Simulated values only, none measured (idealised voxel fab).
This section sets out a process module, namely voxel ribs on slabs.
Shown is cross-section cut, with a width of 230 nm and square cells of size 5 nm.
Cross-section spec: square-cell grid; bands listed top down; each band is one or more rows.
Band entry format. Leading values: height of top, height of bottom, nm. Remainder: materials in left-to-right order, each with its width in nm. Special words: "everywhere" on a single material, which then fills the band edge to edge; "empty", empty space.
We count height from 0. Below that, the starting wafer is all one material. The lowest band never ends at the bottom but goes on down; see "z 0 and below" for how that is written.
The width entry "30..40" should be interpreted row by row: the top row of cells in the band takes the first number, the bottom row takes the second number, and the change between adjacent rows is uniform throughout.
"nothing altered" after a step means that no cell of the cross-section changed.
"closed voids": sealed empty spaces, 8 cells or more, no open way to top, listed width x height at distance, with distance from the left edge and width, height and distance in nm.
If you see something after the settings on a step's line, that's the simulator's own remark about that step.
overlay nm: how far to the right of its planned place the mask lay on this masked step (negative: to the left).
So here's the lineup of process steps we planned
| 1 | RECEIVE (material Si) |
| 2 | DIRECTIONAL_DEP (material SiO2; thk nm 20) |
| 3 | DIRECTIONAL_DEP (material polySi; thk nm 20) |
| 4 | DIRECTIONAL_DEP (material aC; thk nm 10) |
| 5 | PATTERN (tone cover; mask id RIB; material resist; width nm 15; thk nm 30; overlay nm 0) |
| 6 | DIRECTIONAL_ETCH (etch materials aC; depth nm 10) |
| 7 | STRIP (etch materials resist) |
| 8 | DIRECTIONAL_ETCH (etch materials polySi; depth nm 5) |
| 9 | STRIP (etch materials aC) |
| 10 | MASKED_ETCH (tone cover; mask id SLAB; width nm 65; etch materials polySi; depth nm 15; overlay nm 0) |
| 11 | FILL_DEP (material SiO2; thk nm 20) |
| 12 | CMP (height nm 55) |
| 13 | DIRECTIONAL_DEP (material W; thk nm 5) |
| 14 | PATTERN (tone cover; mask id HEATER; material resist; width nm 35; thk nm 20; overlay nm 0) |
| 15 | DIRECTIONAL_ETCH (etch materials W; depth nm 5) |
| 16 | STRIP (etch materials resist) |
| 17 | CONFORMAL_DEP (material SiO2; thk nm 5) |
The plan shows the width nm of step 5 as the first wafer had it; this setting differs between the wafers, which start out alike.
As-received cross-section, first of several wafers, post step 1
    z 0 and below | Si everywhere
    closed voids: none
Tabulated below, wafer by wafer, are the end-of-module results: for each material, the number of cells gained (+) or lost (-) relative to the as-received state, followed by the closed voids
width nm 15, +512 SiO2, +7 W, +42 polySi, closed voids: none
width nm 20, +511 SiO2, +7 W, +43 polySi, closed voids: none
width nm 25, +510 SiO2, +7 W, +44 polySi, closed voids: none
width nm 30, +509 SiO2, +7 W, +45 polySi, closed voids: none
width nm 35, +508 SiO2, +7 W, +46 polySi, closed voids: none
width nm 40, +507 SiO2, +7 W, +47 polySi, closed voids: none
